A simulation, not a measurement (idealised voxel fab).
process module | voxel wiring stack
cross-section cut | 300 nm wide | cells 5 nm
Cross-section = grid of square cells, listed top down in bands; band = one or more rows. The band entry comprises the height of the band's top followed by the height of its bottom, expressed in nm, and subsequently the band's materials from left to right, each stated together with its width in nm. Where a single material is marked with the word "edge to edge", that material fills the band from edge to edge. The word "air" represents empty space. Measure heights from 0. That's the level where, below it, the as-received wafer is all one material. The lowest band is bottomless and extends downward; write it as in "0 -> down". Graded width ("30->40"): value in top row of band = first number; value in bottom row = second number; row-to-row change constant. Where a step carries "stayed the same", the cross-section came out of it unchanged, cell for cell. For the entry "Closed-off voids", the listed items are empty spaces with no open way to the top whose size is 8 cells or more; each item follows the pattern width x height at distance, where distance is from the left edge and all three are in nm. On a step's line, text after the settings is the simulator commenting on that step. Regarding "overlay nm": on a step with a mask, it is the distance the mask lay to the right of its planned place; a negative value places it to the left.

# Listed below are the process steps as planned
1. RECEIVE: material Si
2. CONFORMAL_DEP: material SiO2, thk nm 10
3. DIRECTIONAL_DEP: material TiN, thk nm 5
4. DIRECTIONAL_DEP: material W, thk nm 20
5. PATTERN: tone cover, mask id METAL_1, material resist, width nm 30, pitch nm 60, thk nm 20, overlay nm 0
6. DIRECTIONAL_ETCH: etch materials W, depth nm 10
7. DIRECTIONAL_ETCH: etch materials TiN, depth nm 5
8. STRIP: etch materials resist
9. CONFORMAL_DEP: material SiN, thk nm 5
10. FILL_DEP: material SiO2, thk nm 5
11. CMP: height nm 35
12. CONFORMAL_DEP: material SiCN, thk nm 5
13. DIRECTIONAL_DEP: material SiO2, thk nm 30
14. MASKED_ETCH: tone open, mask id METAL_2_HOLES, width nm 15, pitch nm 60, etch materials SiO2, depth nm 30, overlay nm 0
15. PATTERN: tone open, mask id METAL_2, material resist, width nm 30, pitch nm 60, thk nm 15, overlay nm 0
16. DIRECTIONAL_ETCH: etch materials SiO2, depth nm 15
17. DIRECTIONAL_ETCH: etch materials SiCN, depth nm 5
18. STRIP: etch materials resist
19. CONFORMAL_DEP: material TiN, thk nm 5
20. FILL_DEP: material Cu, thk nm 10
21. CMP: height nm 70
22. CONFORMAL_DEP: material SiCN, thk nm 5
Keep in mind the plan's value for the depth nm of step 6 comes from the first wafer; the wafers don't share that setting, but they do share the same starting point.

# Sectional view: first of several wafers, as received, after step 1
  0 -> down = Si edge to edge
  Closed-off voids: none

# End of module, by wafer: material-by-material cell gain (+) or loss (-) since receipt, then closed voids
depth nm 10, +36 Cu, +111 SiCN, +48 SiN, +435 SiO2, +114 TiN, +156 W, Closed-off voids: none
depth nm 15, +36 Cu, +111 SiCN, +54 SiN, +471 SiO2, +114 TiN, +114 W, Closed-off voids: none
depth nm 20, +36 Cu, +111 SiCN, +66 SiN, +543 SiO2, +72 TiN, +72 W, Closed-off voids: none
depth nm 25, +36 Cu, +111 SiCN, +66 SiN, +543 SiO2, +72 TiN, +72 W, Closed-off voids: none
depth nm 30, +36 Cu, +111 SiCN, +66 SiN, +543 SiO2, +72 TiN, +72 W, Closed-off voids: none
depth nm 35, +36 Cu, +111 SiCN, +66 SiN, +543 SiO2, +72 TiN, +72 W, Closed-off voids: none
